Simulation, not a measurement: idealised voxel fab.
The following is a process module called voxel local oxidation.
FYI the section here is cut, 210 nm wide, cells are 5 nm squares.
Cross-section = grid of square cells, listed top down in bands; band = one or more rows.
Per band: top height and bottom height in nm, followed by the left-to-right materials and their widths in nm; "edge to edge" marks a single material spanning edge to edge, "air" marks empty space.
Beneath 0, the wafer as received is one material, and that level is where height counting begins. The lowest band goes on downward without a bottom; it is written like "top 0, no bottom".
Width "30->40": first value at the band's top row of cells, second value at its bottom row, equal change from row to row.
You'll sometimes find "no modification" written for a step, and that's the way of saying that nowhere in the cross-section did a cell change during that step.
"Closed void register" - sealed voids, min. 8 cells, no opening to top; format: width x height at distance (distance from left edge; nm throughout).
Where a step's line continues beyond its settings, the continuation is a remark by the simulator itself on that step.
overlay nm: mask offset rightward from planned place, masked step; negative means leftward offset.
[Process steps - plan]
1: RECEIVE with material Si
2: OXIDIZE with depth nm 5
3: CONFORMAL_DEP with material SiN, thk nm 10
4: DIRECTIONAL_DEP with material aC, thk nm 15
5: PATTERN with tone cover, mask id ACTIVE, material resist, width nm 90, thk nm 30, overlay nm 0
6: DIRECTIONAL_ETCH with etch materials aC, depth nm 15
7: STRIP with etch materials resist
8: DIRECTIONAL_ETCH with etch materials SiN, depth nm 10
9: STRIP with etch materials aC
10: SELECTIVE_ETCH with etch materials SiO2, depth nm 5
11: OXIDIZE with depth nm 15
12: STRIP with etch materials SiN
[First wafer, two in total, run as planned]
[Step 1 complete: cross-section of the wafer as received]
- top 0, no bottom  Si edge to edge
- Closed void register: none
[after step 2]
- top 0, bottom -5  SiO2 edge to edge
- Below -5, the layers are the same as they were.
[after step 3]
- top 10, bottom 0  SiN edge to edge
- Below 0, the layers are the same as they were.
[after step 4]
- top 25, bottom 10  aC edge to edge
- Below 10, the layers are the same as they were.
[after step 5]
- top 55, bottom 25  60 nm air, 90 nm resist, 60 nm air
- Below 25, the layers are the same as they were.
[after step 6]
- top 40, bottom 25  60 nm air, 90 nm resist, 60 nm air
- top 25, bottom 10  60 nm air, 90 nm aC, 60 nm air
- Below 10, the layers are the same as they were.
[after step 7]
- top 25, bottom 10  60 nm air, 90 nm aC, 60 nm air
- Below 10, the layers are the same as they were.
[after step 8]
- top 25, bottom 10  60 nm air, 90 nm aC, 60 nm air
- top 10, bottom 0  60 nm air, 90 nm SiN, 60 nm air
- Below 0, the layers are the same as they were.
[after step 9]
- top 10, bottom 0  60 nm air, 90 nm SiN, 60 nm air
- Below 0, the layers are the same as they were.
[after step 10]
- top 10, bottom 0  60 nm air, 90 nm SiN, 60 nm air
- top 0, bottom -5  65 nm air, 80 nm SiO2, 65 nm air
- Below -5, the layers are the same as they were.
[after step 11]
- top 10, bottom 0  60 nm air, 90 nm SiN, 60 nm air
- top 0, bottom -5  65 nm air, 80 nm SiO2, 65 nm air
- top -5, bottom -20  80 nm SiO2, 50 nm Si, 80 nm SiO2
- Below -20, the layers are the same as they were.
[after step 12]
- top 0, bottom -5  65 nm air, 80 nm SiO2, 65 nm air
- Below -5, the layers are the same as they were.
[Second wafer: same start and same plan as the first, one execution error; identical to the first through step 4]
[Planned end of step 5: second wafer, cross-section]
- top 55, bottom 25  55 nm air, 90 nm resist, 65 nm air
- Below 25, the layers are the same as they were.
[Planned end of step 6: second wafer, cross-section]
- top 40, bottom 25  55 nm air, 90 nm resist, 65 nm air
- top 25, bottom 10  55 nm air, 90 nm aC, 65 nm air
- Below 10, the layers are the same as they were.
[Planned end of step 7: second wafer, cross-section]
- top 25, bottom 10  55 nm air, 90 nm aC, 65 nm air
- Below 10, the layers are the same as they were.
[Planned end of step 8: second wafer, cross-section]
- top 25, bottom 10  55 nm air, 90 nm aC, 65 nm air
- top 10, bottom 0  55 nm air, 90 nm SiN, 65 nm air
- Below 0, the layers are the same as they were.
[Planned end of step 9: second wafer, cross-section]
- top 10, bottom 0  55 nm air, 90 nm SiN, 65 nm air
- Below 0, the layers are the same as they were.
[Planned end of step 10: second wafer, cross-section]
- top 10, bottom 0  55 nm air, 90 nm SiN, 65 nm air
- top 0, bottom -5  60 nm air, 80 nm SiO2, 70 nm air
- Below -5, the layers are the same as they were.
[Planned end of step 11: second wafer, cross-section]
- top 10, bottom 0  55 nm air, 90 nm SiN, 65 nm air
- top 0, bottom -5  60 nm air, 80 nm SiO2, 70 nm air
- top -5, bottom -20  75 nm SiO2, 50 nm Si, 85 nm SiO2
- Below -20, the layers are the same as they were.
[Planned end of step 12: second wafer, cross-section]
- top 0, bottom -5  60 nm air, 80 nm SiO2, 70 nm air
- Below -5, the layers are the same as they were.
Deviation from plan: step 5 deviated from plan and actually ran as PATTERN with tone cover, mask id ACTIVE, material resist, width nm 90, thk nm 30, overlay nm -5
Same inventory, different map: at the end, the second wafer holds as many cells of each material as the first, placed elsewhere.
